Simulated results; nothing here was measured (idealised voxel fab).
The process module presented herein is designated voxel wiring stack.
The cross-section shown here is cut; it is 260 nm wide and divided into square cells measuring 5 nm on a side.
Each cross-section below is a grid of square cells, stated as bands in top-down order, with one or more rows of cells making up each band. Read a band's entry like this: the first values are the height of its top and the height of its bottom in nm, and what follows is the sequence of materials from left to right, each with its width in nm. Note that "empty" is empty space, and that a single material marked "throughout" reaches across the band from edge to edge. Height reference: 0 = level under which incoming wafer is all one material. Lowest band: no bottom, runs on downward, e.g. "0 -> down". So if you see something like "30..40" for the width, read it as the top row of the band sitting at the first number and the bottom row at the second, with every row in between moving by the same amount as the last. What does "nothing was modified" mean for a step? It means no cell of the cross-section changed in that step. The entry "Encapsulated voids" lists the empty spaces that cover at least 8 cells and have no open path to the top. Each is written as width x height at distance, where the distance is measured from the left edge and all three values are in nm. Formally, on a step line, whatever follows the settings is a remark that the simulator itself makes on the step. Steps that use a mask can have "overlay nm" on their line. It says how far the mask sat to the right of where it was meant to be. Negative means to the left. What follows is a series of pairs. Each pair shows a cross-section before one process step and the cross-section after it, and the after view is drawn only down to the lowest band that changed. Beneath each pair is the step that lies between the two, with its settings. Pairs may come from different runs of this module on the same starting wafer, so a pair continues from the one above it only where its entry headed "Cross-section, before" says so.

# Cross-section, before
    150 -> 135 = 40 nm empty  25 nm resist  25 nm empty  25 nm resist  25 nm empty  25 nm resist  25 nm empty  25 nm resist  45 nm empty
    135 -> 115 = 40 nm empty  25 nm Ru  25 nm empty  25 nm Ru  25 nm empty  25 nm Ru  25 nm empty  25 nm Ru  45 nm empty
    115 -> 110 = TiN throughout
    110 -> 95 = 35 nm SiO2  5 nm TiN  15 nm Cu  5 nm TiN  25 nm SiO2  5 nm TiN  15 nm Cu  5 nm TiN  25 nm SiO2  5 nm TiN  15 nm Cu  5 nm TiN  25 nm SiO2  5 nm TiN  15 nm Cu  5 nm TiN  50 nm SiO2
    95 -> 90 = 35 nm SiCN  25 nm TiN  25 nm SiCN  25 nm TiN  25 nm SiCN  25 nm TiN  25 nm SiCN  25 nm TiN  50 nm SiCN
    90 -> 65 = 40 nm SiO2  5 nm TiN  15 nm Cu  5 nm TiN  25 nm SiO2  5 nm TiN  15 nm Cu  5 nm TiN  25 nm SiO2  5 nm TiN  15 nm Cu  5 nm TiN  25 nm SiO2  5 nm TiN  15 nm Cu  5 nm TiN  45 nm SiO2
    65 -> 60 = 40 nm SiCN  25 nm TiN  25 nm SiCN  25 nm TiN  25 nm SiCN  25 nm TiN  25 nm SiCN  25 nm TiN  45 nm SiCN
    60 -> 45 = 40 nm lowk  15 nm Ru  85 nm lowk  15 nm Ru  105 nm lowk
    45 -> 40 = 40 nm SiCN  15 nm Ru  85 nm SiCN  15 nm Ru  105 nm SiCN
    40 -> 20 = 40 nm lowk  5 nm TiN  15 nm Cu  5 nm TiN  25 nm lowk  5 nm TiN  15 nm Cu  5 nm TiN  25 nm lowk  5 nm TiN  15 nm Cu  5 nm TiN  25 nm lowk  5 nm TiN  15 nm Cu  5 nm TiN  45 nm lowk
    20 -> 15 = 40 nm SiCN  25 nm TiN  25 nm SiCN  25 nm TiN  25 nm SiCN  25 nm TiN  25 nm SiCN  25 nm TiN  45 nm SiCN
    15 -> 0 = SiO2 throughout
    0 -> down = Si throughout
    Encapsulated voids: none

# Cut View, Post-Step
    150 -> 135 = 40 nm empty  25 nm resist  25 nm empty  25 nm resist  25 nm empty  25 nm resist  25 nm empty  25 nm resist  45 nm empty
    135 -> 115 = 40 nm empty  25 nm Ru  25 nm empty  25 nm Ru  25 nm empty  25 nm Ru  25 nm empty  25 nm Ru  45 nm empty
    115 -> 110 = 40 nm empty  25 nm TiN  25 nm empty  25 nm TiN  25 nm empty  25 nm TiN  25 nm empty  25 nm TiN  45 nm empty
    Under the height 110 nothing was changed.
    Encapsulated voids: none
Which operation links the two cross-sections above? DIRECTIONAL_ETCH, etch materials TiN, depth nm 5

Cross-section, before: per the after cross-section of the pair just above.

# Cut View, Post-Step
    135 -> 115 = 40 nm empty  25 nm Ru  25 nm empty  25 nm Ru  25 nm empty  25 nm Ru  25 nm empty  25 nm Ru  45 nm empty
    Under the height 115 nothing was changed.
    Encapsulated voids: none
Which operation links the two cross-sections above? STRIP, etch materials resist

Cross-section, before: per the after cross-section of the pair just above.

# Cut View, Post-Step
    140 -> 135 = lowk throughout
    135 -> 115 = 40 nm lowk  25 nm Ru  25 nm lowk  25 nm Ru  25 nm lowk  25 nm Ru  25 nm lowk  25 nm Ru  45 nm lowk
    115 -> 110 = 40 nm lowk  25 nm TiN  25 nm lowk  25 nm TiN  25 nm lowk  25 nm TiN  25 nm lowk  25 nm TiN  45 nm lowk
    Under the height 110 nothing was changed.
    Encapsulated voids: none
Which operation links the two cross-sections above? FILL_DEP, material lowk, thk nm 5

Cross-section, before: per the after cross-section of the pair just above.

# Cut View, Post-Step
    135 -> 115 = 40 nm lowk  25 nm Ru  25 nm lowk  25 nm Ru  25 nm lowk  25 nm Ru  25 nm lowk  25 nm Ru  45 nm lowk
    Under the height 115 nothing was changed.
    Encapsulated voids: none
Which operation links the two cross-sections above? CMP, height nm 135

Cross-section, before: per the after cross-section of the pair just above.

# Cut View, Post-Step
    140 -> 135 = SiCN throughout
    Under the height 135 nothing was changed.
    Encapsulated voids: none
Which operation links the two cross-sections above? CONFORMAL_DEP, material SiCN, thk nm 5

Cross-section, before: per the after cross-section of the pair just above.

# Cut View, Post-Step
    160 -> 140 = lowk throughout
    Under the height 140 nothing was changed.
    Encapsulated voids: none
Which operation links the two cross-sections above? DIRECTIONAL_DEP, material lowk, thk nm 20

Cross-section, before: per the after cross-section of the pair just above.

# Cut View, Post-Step
    160 -> 140 = 40 nm lowk  15 nm empty  35 nm lowk  15 nm empty  35 nm lowk  15 nm empty  35 nm lowk  15 nm empty  55 nm lowk
    Under the height 140 nothing was changed.
    Encapsulated voids: none
Which operation links the two cross-sections above? MASKED_ETCH, tone open, mask id PLUG_3, width nm 15, pitch nm 50, etch materials lowk, depth nm 20, overlay nm 0

Cross-section, before: per the after cross-section of the pair just above.

# Cut View, Post-Step
    160 -> 140 = 40 nm lowk  15 nm empty  35 nm lowk  15 nm empty  35 nm lowk  15 nm empty  35 nm lowk  15 nm empty  55 nm lowk
    140 -> 135 = 40 nm SiCN  15 nm empty  35 nm SiCN  15 nm empty  35 nm SiCN  15 nm empty  35 nm SiCN  15 nm empty  55 nm SiCN
    Under the height 135 nothing was changed.
    Encapsulated voids: none
Which operation links the two cross-sections above? MASKED_ETCH, tone open, mask id PLUG_3, width nm 15, pitch nm 50, etch materials SiCN, depth nm 5, overlay nm 0

Cross-section, before: per the after cross-section of the pair just above.

# Cut View, Post-Step
    160 -> 145 = 40 nm lowk  15 nm empty  35 nm lowk  15 nm empty  35 nm lowk  15 nm empty  35 nm lowk  15 nm empty  55 nm lowk
    145 -> 140 = 40 nm lowk  15 nm Ru  35 nm lowk  15 nm Ru  35 nm lowk  15 nm Ru  35 nm lowk  15 nm Ru  55 nm lowk
    140 -> 135 = 40 nm SiCN  15 nm Ru  35 nm SiCN  15 nm Ru  35 nm SiCN  15 nm Ru  35 nm SiCN  15 nm Ru  55 nm SiCN
    Under the height 135 nothing was changed.
    Encapsulated voids: none
Which operation links the two cross-sections above? EPI, material Ru, thk nm 10

Cross-section, before: per the after cross-section of the pair just above.

# Cut View, Post-Step
    160 -> 155 = 40 nm lowk  15 nm empty  35 nm lowk  15 nm empty  35 nm lowk  15 nm empty  35 nm lowk  15 nm empty  55 nm lowk
    155 -> 140 = 40 nm lowk  15 nm Ru  35 nm lowk  15 nm Ru  35 nm lowk  15 nm Ru  35 nm lowk  15 nm Ru  55 nm lowk
    Under the height 140 nothing was changed.
    Encapsulated voids: none
Which operation links the two cross-sections above? EPI, material Ru, thk nm 10

Cross-section, before: per the after cross-section of the pair just above.

# Cut View, Post-Step
    160 -> 140 = 40 nm lowk  15 nm Ru  35 nm lowk  15 nm Ru  35 nm lowk  15 nm Ru  35 nm lowk  15 nm Ru  55 nm lowk
    Under the height 140 nothing was changed.
    Encapsulated voids: none
Which operation links the two cross-sections above? EPI, material Ru, thk nm 5

Cross-section, before: per the after cross-section of the pair just above.

# Cut View, Post-Step
    165 -> 160 = SiCN throughout
    Under the height 160 nothing was changed.
    Encapsulated voids: none
Which operation links the two cross-sections above? CONFORMAL_DEP, material SiCN, thk nm 5

Cross-section, before: per the after cross-section of the pair just above.

# Cut View, Post-Step
    180 -> 165 = lowk throughout
    Under the height 165 nothing was changed.
    Encapsulated voids: none
Which operation links the two cross-sections above? DIRECTIONAL_DEP, material lowk, thk nm 15

Cross-section, before: per the after cross-section of the pair just above.

# Cut View, Post-Step
    195 -> 180 = 40 nm resist  25 nm empty  25 nm resist  25 nm empty  25 nm resist  25 nm empty  25 nm resist  25 nm empty  45 nm resist
    Under the height 180 nothing was changed.
    Encapsulated voids: none
Which operation links the two cross-sections above? PATTERN, tone open, mask id METAL_4, material resist, width nm 25, pitch nm 50, thk nm 15, overlay nm 0

Cross-section, before: per the after cross-section of the pair just above.

# Cut View, Post-Step
    195 -> 180 = 40 nm resist  25 nm empty  25 nm resist  25 nm empty  25 nm resist  25 nm empty  25 nm resist  25 nm empty  45 nm resist
    180 -> 165 = 40 nm lowk  25 nm empty  25 nm lowk  25 nm empty  25 nm lowk  25 nm empty  25 nm lowk  25 nm empty  45 nm lowk
    Under the height 165 nothing was changed.
    Encapsulated voids: none
Which operation links the two cross-sections above? DIRECTIONAL_ETCH, etch materials lowk, depth nm 15

Cross-section, before: per the after cross-section of the pair just above.

# Cut View, Post-Step
    195 -> 180 = 40 nm resist  25 nm empty  25 nm resist  25 nm empty  25 nm resist  25 nm empty  25 nm resist  25 nm empty  45 nm resist
    180 -> 165 = 40 nm lowk  25 nm empty  25 nm lowk  25 nm empty  25 nm lowk  25 nm empty  25 nm lowk  25 nm empty  45 nm lowk
    165 -> 160 = 40 nm SiCN  25 nm empty  25 nm SiCN  25 nm empty  25 nm SiCN  25 nm empty  25 nm SiCN  25 nm empty  45 nm SiCN
    Under the height 160 nothing was changed.
    Encapsulated voids: none
Which operation links the two cross-sections above? DIRECTIONAL_ETCH, etch materials SiCN, depth nm 5

Cross-section, before: per the after cross-section of the pair just above.

# Cut View, Post-Step
    180 -> 165 = 40 nm lowk  25 nm empty  25 nm lowk  25 nm empty  25 nm lowk  25 nm empty  25 nm lowk  25 nm empty  45 nm lowk
    Under the height 165 nothing was changed.
    Encapsulated voids: none
Which operation links the two cross-sections above? STRIP, etch materials resist

Cross-section, before: per the after cross-section of the pair just above.

# Cut View, Post-Step
    185 -> 180 = 45 nm TiN  15 nm empty  35 nm TiN  15 nm empty  35 nm TiN  15 nm empty  35 nm TiN  15 nm empty  50 nm TiN
    180 -> 165 = 40 nm lowk  5 nm TiN  15 nm empty  5 nm TiN  25 nm lowk  5 nm TiN  15 nm empty  5 nm TiN  25 nm lowk  5 nm TiN  15 nm empty  5 nm TiN  25 nm lowk  5 nm TiN  15 nm empty  5 nm TiN  45 nm lowk
    165 -> 160 = 40 nm SiCN  25 nm TiN  25 nm SiCN  25 nm TiN  25 nm SiCN  25 nm TiN  25 nm SiCN  25 nm TiN  45 nm SiCN
    Under the height 160 nothing was changed.
    Encapsulated voids: none
Which operation links the two cross-sections above? CONFORMAL_DEP, material TiN, thk nm 5

Cross-section, before: per the after cross-section of the pair just above.

# Cut View, Post-Step
    190 -> 185 = Ru throughout
    185 -> 180 = 45 nm TiN  15 nm Ru  35 nm TiN  15 nm Ru  35 nm TiN  15 nm Ru  35 nm TiN  15 nm Ru  50 nm TiN
    180 -> 165 = 40 nm lowk  5 nm TiN  15 nm Ru  5 nm TiN  25 nm lowk  5 nm TiN  15 nm Ru  5 nm TiN  25 nm lowk  5 nm TiN  15 nm Ru  5 nm TiN  25 nm lowk  5 nm TiN  15 nm Ru  5 nm TiN  45 nm lowk
    Under the height 165 nothing was changed.
    Encapsulated voids: none
Which operation links the two cross-sections above? FILL_DEP, material Ru, thk nm 5

Cross-section, before: per the after cross-section of the pair just above.

# Cut View, Post-Step
    180 -> 165 = 40 nm lowk  5 nm TiN  15 nm Ru  5 nm TiN  25 nm lowk  5 nm TiN  15 nm Ru  5 nm TiN  25 nm lowk  5 nm TiN  15 nm Ru  5 nm TiN  25 nm lowk  5 nm TiN  15 nm Ru  5 nm TiN  45 nm lowk
    Under the height 165 nothing was changed.
    Encapsulated voids: none
Which operation links the two cross-sections above? CMP, height nm 180

Cross-section, before: per the after cross-section of the pair just above.

# Cut View, Post-Step
    185 -> 180 = SiCN throughout
    Under the height 180 nothing was changed.
    Encapsulated voids: none
Which operation links the two cross-sections above? CONFORMAL_DEP, material SiCN, thk nm 5

# Cross-section, before
    135 -> 115 = Ru throughout
    115 -> 110 = TiN throughout
    110 -> 95 = 40 nm SiO2  5 nm TiN  5 nm Cu  5 nm TiN  35 nm SiO2  5 nm TiN  5 nm Cu  5 nm TiN  35 nm SiO2  5 nm TiN  5 nm Cu  5 nm TiN  35 nm SiO2  5 nm TiN  5 nm Cu  5 nm TiN  55 nm SiO2
    95 -> 90 = 40 nm SiCN  15 nm TiN  35 nm SiCN  15 nm TiN  35 nm SiCN  15 nm TiN  35 nm SiCN  15 nm TiN  55 nm SiCN
    90 -> 65 = 40 nm SiO2  5 nm TiN  15 nm Cu  5 nm TiN  25 nm SiO2  5 nm TiN  15 nm Cu  5 nm TiN  25 nm SiO2  5 nm TiN  15 nm Cu  5 nm TiN  25 nm SiO2  5 nm TiN  15 nm Cu  5 nm TiN  45 nm SiO2
    65 -> 60 = 40 nm SiCN  25 nm TiN  25 nm SiCN  25 nm TiN  25 nm SiCN  25 nm TiN  25 nm SiCN  25 nm TiN  45 nm SiCN
    60 -> 45 = 40 nm lowk  15 nm Ru  85 nm lowk  15 nm Ru  105 nm lowk
    45 -> 40 = 40 nm SiCN  15 nm Ru  85 nm SiCN  15 nm Ru  105 nm SiCN
    40 -> 20 = 40 nm lowk  5 nm TiN  15 nm Cu  5 nm TiN  25 nm lowk  5 nm TiN  15 nm Cu  5 nm TiN  25 nm lowk  5 nm TiN  15 nm Cu  5 nm TiN  25 nm lowk  5 nm TiN  15 nm Cu  5 nm TiN  45 nm lowk
    20 -> 15 = 40 nm SiCN  25 nm TiN  25 nm SiCN  25 nm TiN  25 nm SiCN  25 nm TiN  25 nm SiCN  25 nm TiN  45 nm SiCN
    15 -> 0 = SiO2 throughout
    0 -> down = Si throughout
    Encapsulated voids: none

# Cut View, Post-Step
    150 -> 135 = 45 nm empty  25 nm resist  25 nm empty  25 nm resist  25 nm empty  25 nm resist  25 nm empty  25 nm resist  40 nm empty
    Under the height 135 nothing was changed.
    Encapsulated voids: none
Which operation links the two cross-sections above? PATTERN, tone cover, mask id METAL_3, material resist, width nm 25, pitch nm 50, thk nm 15, overlay nm 5

Cross-section, before: per the after cross-section of the pair just above.

# Cut View, Post-Step
    150 -> 135 = 45 nm empty  25 nm resist  25 nm empty  25 nm resist  25 nm empty  25 nm resist  25 nm empty  25 nm resist  40 nm empty
    135 -> 115 = 45 nm empty  25 nm Ru  25 nm empty  25 nm Ru  25 nm empty  25 nm Ru  25 nm empty  25 nm Ru  40 nm empty
    Under the height 115 nothing was changed.
    Encapsulated voids: none
Which operation links the two cross-sections above? DIRECTIONAL_ETCH, etch materials Ru, depth nm 20

Cross-section, before: per the after cross-section of the pair just above.

# Cut View, Post-Step
    150 -> 135 = 45 nm empty  25 nm resist  25 nm empty  25 nm resist  25 nm empty  25 nm resist  25 nm empty  25 nm resist  40 nm empty
    135 -> 115 = 45 nm empty  25 nm Ru  25 nm empty  25 nm Ru  25 nm empty  25 nm Ru  25 nm empty  25 nm Ru  40 nm empty
    115 -> 110 = 45 nm empty  25 nm TiN  25 nm empty  25 nm TiN  25 nm empty  25 nm TiN  25 nm empty  25 nm TiN  40 nm empty
    Under the height 110 nothing was changed.
    Encapsulated voids: none
Which operation links the two cross-sections above? DIRECTIONAL_ETCH, etch materials TiN, depth nm 5

Cross-section, before: per the after cross-section of the pair just above.

# Cut View, Post-Step
    135 -> 115 = 45 nm empty  25 nm Ru  25 nm empty  25 nm Ru  25 nm empty  25 nm Ru  25 nm empty  25 nm Ru  40 nm empty
    Under the height 115 nothing was changed.
    Encapsulated voids: none
Which operation links the two cross-sections above? STRIP, etch materials resist

Cross-section, before: per the after cross-section of the pair just above.

# Cut View, Post-Step
    140 -> 135 = lowk throughout
    135 -> 115 = 45 nm lowk  25 nm Ru  25 nm lowk  25 nm Ru  25 nm lowk  25 nm Ru  25 nm lowk  25 nm Ru  40 nm lowk
    115 -> 110 = 45 nm lowk  25 nm TiN  25 nm lowk  25 nm TiN  25 nm lowk  25 nm TiN  25 nm lowk  25 nm TiN  40 nm lowk
    Under the height 110 nothing was changed.
    Encapsulated voids: none
Which operation links the two cross-sections above? FILL_DEP, material lowk, thk nm 5

Cross-section, before: per the after cross-section of the pair just above.

# Cut View, Post-Step
    135 -> 115 = 45 nm lowk  25 nm Ru  25 nm lowk  25 nm Ru  25 nm lowk  25 nm Ru  25 nm lowk  25 nm Ru  40 nm lowk
    Under the height 115 nothing was changed.
    Encapsulated voids: none
Which operation links the two cross-sections above? CMP, height nm 135

Cross-section, before: per the after cross-section of the pair just above.

# Cut View, Post-Step
    140 -> 135 = SiCN throughout
    Under the height 135 nothing was changed.
    Encapsulated voids: none
Which operation links the two cross-sections above? CONFORMAL_DEP, material SiCN, thk nm 5

Cross-section, before: per the after cross-section of the pair just above.

# Cut View, Post-Step
    160 -> 140 = lowk throughout
    Under the height 140 nothing was changed.
    Encapsulated voids: none
Which operation links the two cross-sections above? DIRECTIONAL_DEP, material lowk, thk nm 20

Cross-section, before: per the after cross-section of the pair just above.

# Cut View, Post-Step
    160 -> 140 = 40 nm lowk  15 nm empty  35 nm lowk  15 nm empty  35 nm lowk  15 nm empty  35 nm lowk  15 nm empty  55 nm lowk
    Under the height 140 nothing was changed.
    Encapsulated voids: none
Which operation links the two cross-sections above? MASKED_ETCH, tone open, mask id PLUG_3, width nm 15, pitch nm 50, etch materials lowk, depth nm 20, overlay nm 0

Cross-section, before: per the after cross-section of the pair just above.

# Cut View, Post-Step
    160 -> 140 = 40 nm lowk  15 nm empty  35 nm lowk  15 nm empty  35 nm lowk  15 nm empty  35 nm lowk  15 nm empty  55 nm lowk
    140 -> 135 = 40 nm SiCN  15 nm empty  35 nm SiCN  15 nm empty  35 nm SiCN  15 nm empty  35 nm SiCN  15 nm empty  55 nm SiCN
    Under the height 135 nothing was changed.
    Encapsulated voids: none
Which operation links the two cross-sections above? MASKED_ETCH, tone open, mask id PLUG_3, width nm 15, pitch nm 50, etch materials SiCN, depth nm 5, overlay nm 0

Cross-section, before: per the after cross-section of the pair just above.

# Cut View, Post-Step
    160 -> 145 = 40 nm lowk  15 nm empty  35 nm lowk  15 nm empty  35 nm lowk  15 nm empty  35 nm lowk  15 nm empty  55 nm lowk
    145 -> 140 = 40 nm lowk  15 nm Ru  35 nm lowk  15 nm Ru  35 nm lowk  15 nm Ru  35 nm lowk  15 nm Ru  55 nm lowk
    140 -> 135 = 40 nm SiCN  15 nm Ru  35 nm SiCN  15 nm Ru  35 nm SiCN  15 nm Ru  35 nm SiCN  15 nm Ru  55 nm SiCN
    Under the height 135 nothing was changed.
    Encapsulated voids: none
Which operation links the two cross-sections above? EPI, material Ru, thk nm 10

Cross-section, before: per the after cross-section of the pair just above.

# Cut View, Post-Step
    160 -> 155 = 40 nm lowk  15 nm empty  35 nm lowk  15 nm empty  35 nm lowk  15 nm empty  35 nm lowk  15 nm empty  55 nm lowk
    155 -> 140 = 40 nm lowk  15 nm Ru  35 nm lowk  15 nm Ru  35 nm lowk  15 nm Ru  35 nm lowk  15 nm Ru  55 nm lowk
    Under the height 140 nothing was changed.
    Encapsulated voids: none
Which operation links the two cross-sections above? EPI, material Ru, thk nm 10

Cross-section, before: per the after cross-section of the pair just above.

# Cut View, Post-Step
    160 -> 140 = 40 nm lowk  15 nm Ru  35 nm lowk  15 nm Ru  35 nm lowk  15 nm Ru  35 nm lowk  15 nm Ru  55 nm lowk
    Under the height 140 nothing was changed.
    Encapsulated voids: none
Which operation links the two cross-sections above? EPI, material Ru, thk nm 5

Cross-section, before: per the after cross-section of the pair just above.

# Cut View, Post-Step
    165 -> 160 = SiCN throughout
    Under the height 160 nothing was changed.
    Encapsulated voids: none
Which operation links the two cross-sections above? CONFORMAL_DEP, material SiCN, thk nm 5

Cross-section, before: per the after cross-section of the pair just above.

# Cut View, Post-Step
    180 -> 165 = lowk throughout
    Under the height 165 nothing was changed.
    Encapsulated voids: none
Which operation links the two cross-sections above? DIRECTIONAL_DEP, material lowk, thk nm 15

Cross-section, before: per the after cross-section of the pair just above.

# Cut View, Post-Step
    195 -> 180 = 40 nm resist  25 nm empty  25 nm resist  25 nm empty  25 nm resist  25 nm empty  25 nm resist  25 nm empty  45 nm resist
    Under the height 180 nothing was changed.
    Encapsulated voids: none
Which operation links the two cross-sections above? PATTERN, tone open, mask id METAL_4, material resist, width nm 25, pitch nm 50, thk nm 15, overlay nm 0

Cross-section, before: per the after cross-section of the pair just above.

# Cut View, Post-Step
    195 -> 180 = 40 nm resist  25 nm empty  25 nm resist  25 nm empty  25 nm resist  25 nm empty  25 nm resist  25 nm empty  45 nm resist
    180 -> 165 = 40 nm lowk  25 nm empty  25 nm lowk  25 nm empty  25 nm lowk  25 nm empty  25 nm lowk  25 nm empty  45 nm lowk
    Under the height 165 nothing was changed.
    Encapsulated voids: none
Which operation links the two cross-sections above? DIRECTIONAL_ETCH, etch materials lowk, depth nm 15

Cross-section, before: per the after cross-section of the pair just above.

# Cut View, Post-Step
    195 -> 180 = 40 nm resist  25 nm empty  25 nm resist  25 nm empty  25 nm resist  25 nm empty  25 nm resist  25 nm empty  45 nm resist
    180 -> 165 = 40 nm lowk  25 nm empty  25 nm lowk  25 nm empty  25 nm lowk  25 nm empty  25 nm lowk  25 nm empty  45 nm lowk
    165 -> 160 = 40 nm SiCN  25 nm empty  25 nm SiCN  25 nm empty  25 nm SiCN  25 nm empty  25 nm SiCN  25 nm empty  45 nm SiCN
    Under the height 160 nothing was changed.
    Encapsulated voids: none
Which operation links the two cross-sections above? DIRECTIONAL_ETCH, etch materials SiCN, depth nm 5

Cross-section, before: per the after cross-section of the pair just above.

# Cut View, Post-Step
    180 -> 165 = 40 nm lowk  25 nm empty  25 nm lowk  25 nm empty  25 nm lowk  25 nm empty  25 nm lowk  25 nm empty  45 nm lowk
    Under the height 165 nothing was changed.
    Encapsulated voids: none
Which operation links the two cross-sections above? STRIP, etch materials resist

Cross-section, before: per the after cross-section of the pair just above.

# Cut View, Post-Step
    185 -> 180 = 45 nm TiN  15 nm empty  35 nm TiN  15 nm empty  35 nm TiN  15 nm empty  35 nm TiN  15 nm empty  50 nm TiN
    180 -> 165 = 40 nm lowk  5 nm TiN  15 nm empty  5 nm TiN  25 nm lowk  5 nm TiN  15 nm empty  5 nm TiN  25 nm lowk  5 nm TiN  15 nm empty  5 nm TiN  25 nm lowk  5 nm TiN  15 nm empty  5 nm TiN  45 nm lowk
    165 -> 160 = 40 nm SiCN  25 nm TiN  25 nm SiCN  25 nm TiN  25 nm SiCN  25 nm TiN  25 nm SiCN  25 nm TiN  45 nm SiCN
    Under the height 160 nothing was changed.
    Encapsulated voids: none
Which operation links the two cross-sections above? CONFORMAL_DEP, material TiN, thk nm 5

Cross-section, before: per the after cross-section of the pair just above.

# Cut View, Post-Step
    190 -> 185 = Ru throughout
    185 -> 180 = 45 nm TiN  15 nm Ru  35 nm TiN  15 nm Ru  35 nm TiN  15 nm Ru  35 nm TiN  15 nm Ru  50 nm TiN
    180 -> 165 = 40 nm lowk  5 nm TiN  15 nm Ru  5 nm TiN  25 nm lowk  5 nm TiN  15 nm Ru  5 nm TiN  25 nm lowk  5 nm TiN  15 nm Ru  5 nm TiN  25 nm lowk  5 nm TiN  15 nm Ru  5 nm TiN  45 nm lowk
    Under the height 165 nothing was changed.
    Encapsulated voids: none
Which operation links the two cross-sections above? FILL_DEP, material Ru, thk nm 5

Cross-section, before: per the after cross-section of the pair just above.

# Cut View, Post-Step
    180 -> 165 = 40 nm lowk  5 nm TiN  15 nm Ru  5 nm TiN  25 nm lowk  5 nm TiN  15 nm Ru  5 nm TiN  25 nm lowk  5 nm TiN  15 nm Ru  5 nm TiN  25 nm lowk  5 nm TiN  15 nm Ru  5 nm TiN  45 nm lowk
    Under the height 165 nothing was changed.
    Encapsulated voids: none
Which operation links the two cross-sections above? CMP, height nm 180

Cross-section, before: per the after cross-section of the pair just above.

# Cut View, Post-Step
    185 -> 180 = SiCN throughout
    Under the height 180 nothing was changed.
    Encapsulated voids: none
Which operation links the two cross-sections above? CONFORMAL_DEP, material SiCN, thk nm 5

# Cross-section, before
    90 -> 65 = 40 nm SiO2  25 nm empty  25 nm SiO2  25 nm empty  25 nm SiO2  25 nm empty  25 nm SiO2  25 nm empty  45 nm SiO2
    65 -> 60 = 40 nm SiCN  25 nm empty  25 nm SiCN  25 nm empty  25 nm SiCN  25 nm empty  25 nm SiCN  25 nm empty  45 nm SiCN
    60 -> 45 = 40 nm lowk  15 nm Ru  85 nm lowk  15 nm Ru  105 nm lowk
    45 -> 40 = 40 nm SiCN  15 nm Ru  85 nm SiCN  15 nm Ru  105 nm SiCN
    40 -> 20 = 40 nm lowk  5 nm TiN  15 nm Cu  5 nm TiN  25 nm lowk  5 nm TiN  15 nm Cu  5 nm TiN  25 nm lowk  5 nm TiN  15 nm Cu  5 nm TiN  25 nm lowk  5 nm TiN  15 nm Cu  5 nm TiN  45 nm lowk
    20 -> 15 = 40 nm SiCN  25 nm TiN  25 nm SiCN  25 nm TiN  25 nm SiCN  25 nm TiN  25 nm SiCN  25 nm TiN  45 nm SiCN
    15 -> 0 = SiO2 throughout
    0 -> down = Si throughout
    Encapsulated voids: none

# Cut View, Post-Step
    95 -> 65 = 45 nm SiO2  15 nm empty  35 nm SiO2  15 nm empty  35 nm SiO2  15 nm empty  35 nm SiO2  15 nm empty  50 nm SiO2
    65 -> 60 = 40 nm SiCN  25 nm SiO2  25 nm SiCN  25 nm SiO2  25 nm SiCN  25 nm SiO2  25 nm SiCN  25 nm SiO2  45 nm SiCN
    Under the height 60 nothing was changed.
    Encapsulated voids: none
Which operation links the two cross-sections above? CONFORMAL_DEP, material SiO2, thk nm 5

Cross-section, before: per the after cross-section of the pair just above.

# Cut View, Post-Step
    100 -> 95 = Cu throughout
    95 -> 65 = 45 nm SiO2  15 nm Cu  35 nm SiO2  15 nm Cu  35 nm SiO2  15 nm Cu  35 nm SiO2  15 nm Cu  50 nm SiO2
    Under the height 65 nothing was changed.
    Encapsulated voids: none
Which operation links the two cross-sections above? FILL_DEP, material Cu, thk nm 5

Cross-section, before: per the after cross-section of the pair just above.

# Cut View, Post-Step
    90 -> 65 = 45 nm SiO2  15 nm Cu  35 nm SiO2  15 nm Cu  35 nm SiO2  15 nm Cu  35 nm SiO2  15 nm Cu  50 nm SiO2
    Under the height 65 nothing was changed.
    Encapsulated voids: none
Which operation links the two cross-sections above? CMP, height nm 90

Cross-section, before: per the after cross-section of the pair just above.

# Cut View, Post-Step
    95 -> 90 = SiCN throughout
    Under the height 90 nothing was changed.
    Encapsulated voids: none
Which operation links the two cross-sections above? CONFORMAL_DEP, material SiCN, thk nm 5

Cross-section, before: per the after cross-section of the pair just above.

# Cut View, Post-Step
    110 -> 95 = SiO2 throughout
    Under the height 95 nothing was changed.
    Encapsulated voids: none
Which operation links the two cross-sections above? DIRECTIONAL_DEP, material SiO2, thk nm 15

Cross-section, before: per the after cross-section of the pair just above.

# Cut View, Post-Step
    125 -> 110 = aC throughout
    Under the height 110 nothing was changed.
    Encapsulated voids: none
Which operation links the two cross-sections above? DIRECTIONAL_DEP, material aC, thk nm 15

Cross-section, before: per the after cross-section of the pair just above.

# Cut View, Post-Step
    155 -> 125 = 40 nm resist  15 nm empty  35 nm resist  15 nm empty  35 nm resist  15 nm empty  35 nm resist  15 nm empty  55 nm resist
    Under the height 125 nothing was changed.
    Encapsulated voids: none
Which operation links the two cross-sections above? PATTERN, tone open, mask id PLUG_2, material resist, width nm 15, pitch nm 50, thk nm 30, overlay nm 0

Cross-section, before: per the after cross-section of the pair just above.

# Cut View, Post-Step
    140 -> 125 = 40 nm resist  15 nm empty  35 nm resist  15 nm empty  35 nm resist  15 nm empty  35 nm resist  15 nm empty  55 nm resist
    125 -> 110 = 40 nm aC  15 nm empty  35 nm aC  15 nm empty  35 nm aC  15 nm empty  35 nm aC  15 nm empty  55 nm aC
    Under the height 110 nothing was changed.
    Encapsulated voids: none
Which operation links the two cross-sections above? DIRECTIONAL_ETCH, etch materials aC, depth nm 15

Cross-section, before: per the after cross-section of the pair just above.

# Cut View, Post-Step
    125 -> 110 = 40 nm aC  15 nm empty  35 nm aC  15 nm empty  35 nm aC  15 nm empty  35 nm aC  15 nm empty  55 nm aC
    Under the height 110 nothing was changed.
    Encapsulated voids: none
Which operation links the two cross-sections above? STRIP, etch materials resist

Cross-section, before: per the after cross-section of the pair just above.

# Cut View, Post-Step
    125 -> 110 = 40 nm aC  15 nm empty  35 nm aC  15 nm empty  35 nm aC  15 nm empty  35 nm aC  15 nm empty  55 nm aC
    110 -> 95 = 40 nm SiO2  15 nm empty  35 nm SiO2  15 nm empty  35 nm SiO2  15 nm empty  35 nm SiO2  15 nm empty  55 nm SiO2
    Under the height 95 nothing was changed.
    Encapsulated voids: none
Which operation links the two cross-sections above? DIRECTIONAL_ETCH, etch materials SiO2, depth nm 15
